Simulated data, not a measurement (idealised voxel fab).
A process module follows: voxel transistor to metal.
Square cell edge 5 nm, section width 215 nm, ID cut.
Bands, listed from the top down, are how a cross-section gets written in this document; the cross-section itself is a grid of square cells, and a band is one or more rows of them. A band entry consists of two parts. The first gives the height of the band's top and the height of its bottom, in nm. The rest lists the band's materials from left to right, each with its width in nm. A single material labelled with the word "everywhere" fills the band from edge to edge, and the word "empty" marks empty space. Height 0 is the level under which the wafer as received is all one material. The lowest band goes on downwards, as in "0 -> down". It should be noted that a width expressed as "30->40" varies in equal increments from row to row of cells within the band, taking the value of the first number at the top row and that of the second number at the bottom row. No cell of the cross-section changed in a step that is given as "left unchanged". Voids not open to the top, 8 cells minimum: see "Closed internal voids". Written width x height at distance; distance is from the left edge; nm. The remark found on a step's line after its settings is issued by the simulator itself and pertains to that step. Among the settings permitted on a step's line is "overlay nm"; applied to a step with a mask, it specifies the extent to which the mask lay to the right of its planned position, whereas a negative figure signifies a position to the left.

# Listed below are the process steps as planned
- 1: RECEIVE | material Si
- 2: CONFORMAL_DEP | material SiO2 | thk nm 5
- 3: CONFORMAL_DEP | material SiN | thk nm 15
- 4: DIRECTIONAL_DEP | material aC | thk nm 15
- 5: PATTERN | tone cover | mask id ACTIVE | material resist | width nm 120 | thk nm 35 | overlay nm 0
- 6: DIRECTIONAL_ETCH | etch materials aC | depth nm 15
- 7: STRIP | etch materials resist
- 8: DIRECTIONAL_ETCH | etch materials SiN | depth nm 15
- 9: DIRECTIONAL_ETCH | etch materials SiO2 | depth nm 5
- 10: DIRECTIONAL_ETCH | etch materials Si | depth nm 20
- 11: STRIP | etch materials aC
- 12: OXIDIZE | depth nm 5
- 13: FILL_DEP | material SiO2 | thk nm 15
- 14: CMP | height nm 20
- 15: SELECTIVE_ETCH | etch materials SiO2 | depth nm 10
- 16: STRIP | etch materials SiN
- 17: SELECTIVE_ETCH | etch materials SiO2 | depth nm 5
- 18: OXIDIZE | depth nm 5
- 19: DIRECTIONAL_DEP | material polySi | thk nm 25
- 20: DIRECTIONAL_DEP | material SiCN | thk nm 10
- 21: MASKED_ETCH | tone cover | mask id GATE | width nm 30 | etch materials SiCN | depth nm 20 | overlay nm 0
- 22: MASKED_ETCH | tone cover | mask id GATE | width nm 30 | etch materials polySi | depth nm 35 | overlay nm 0
- 23: CONFORMAL_DEP | material SiO2 | thk nm 5
- 24: DIRECTIONAL_ETCH | etch materials SiO2 | depth nm 5
- 25: CONFORMAL_DEP | material SiN | thk nm 10
- 26: DIRECTIONAL_ETCH | etch materials SiN | depth nm 10
- 27: DIRECTIONAL_ETCH | etch materials SiO2 | depth nm 5
- 28: EPI | material nSi | thk nm 5
- 29: FILL_DEP | material SiO2 | thk nm 10
- 30: CMP | height nm 25
- 31: STRIP | etch materials polySi
- 32: SELECTIVE_ETCH | etch materials SiO2 | depth nm 5
- 33: CONFORMAL_DEP | material HfO2 | thk nm 5
- 34: CONFORMAL_DEP | material TiN | thk nm 5
- 35: FILL_DEP | material W | thk nm 10
- 36: CMP | height nm 20
- 37: DIRECTIONAL_DEP | material SiO2 | thk nm 10
- 38: PATTERN | tone open | mask id CONTACT | material resist | width nm 20 | pitch nm 90 | thk nm 20 | overlay nm 0
- 39: DIRECTIONAL_ETCH | etch materials SiO2 | depth nm 30
- 40: STRIP | etch materials resist
- 41: CONFORMAL_DEP | material TiN | thk nm 5
- 42: FILL_DEP | material Ru | thk nm 5
- 43: CMP | height nm 30
- 44: DIRECTIONAL_DEP | material TiN | thk nm 5
- 45: DIRECTIONAL_DEP | material Ru | thk nm 15
- 46: PATTERN | tone cover | mask id METAL_1 | material resist | width nm 20 | pitch nm 90 | thk nm 20 | overlay nm 0
- 47: DIRECTIONAL_ETCH | etch materials Ru | depth nm 15
- 48: DIRECTIONAL_ETCH | etch materials TiN | depth nm 5
- 49: STRIP | etch materials resist
- 50: CONFORMAL_DEP | material SiCN | thk nm 5
- 51: FILL_DEP | material SiO2 | thk nm 5
- 52: CMP | height nm 50
- 53: CONFORMAL_DEP | material SiN | thk nm 5

# Here's what the wafer looked like in cross-section when it arrived - that's after step 1
0 -> down  Si everywhere
Closed internal voids: none

# End-of-module cross-section. Starting structure and process plan as above; one mistake made in running it
55 -> 50  SiN everywhere
50 -> 35  35 SiO2  5 SiCN  20 Ru  5 SiCN  60 SiO2  5 SiCN  20 Ru  5 SiCN  60 SiO2
35 -> 30  40 SiCN  20 TiN  70 SiCN  20 TiN  65 SiCN
30 -> 20  50 SiO2  5 TiN  10 Ru  5 TiN  70 SiO2  5 TiN  10 Ru  5 TiN  55 SiO2
20 -> 10  50 SiO2  5 TiN  10 Ru  5 TiN  5 SiO2  10 SiN  5 HfO2  5 TiN  20 W  5 TiN  5 HfO2  10 SiN  5 SiO2  5 TiN  10 Ru  5 TiN  55 SiO2
10 -> 5  50 SiO2  10 TiN  5 Ru  5 TiN  5 SiO2  10 SiN  5 HfO2  5 TiN  20 W  5 TiN  5 HfO2  10 SiN  5 SiO2  5 TiN  5 Ru  10 TiN  55 SiO2
5 -> 0  45 SiO2  10 SiN  15 TiN  5 SiO2  10 SiN  5 HfO2  30 TiN  5 HfO2  10 SiN  5 SiO2  15 TiN  10 SiN  50 SiO2
0 -> -5  55 SiO2  20 nSi  10 SiO2  40 HfO2  10 SiO2  20 nSi  60 SiO2
-5 -> -25  50 SiO2  110 Si  55 SiO2
-25 -> down  Si everywhere
Closed internal voids: none
It is concluded that the wafer was processed incorrectly with respect to the plan, in that step 46 was run on a setting that differed from the plan, and what really ran there is PATTERN | tone cover | mask id METAL_1 | material resist | width nm 20 | pitch nm 90 | thk nm 20 | overlay nm -10
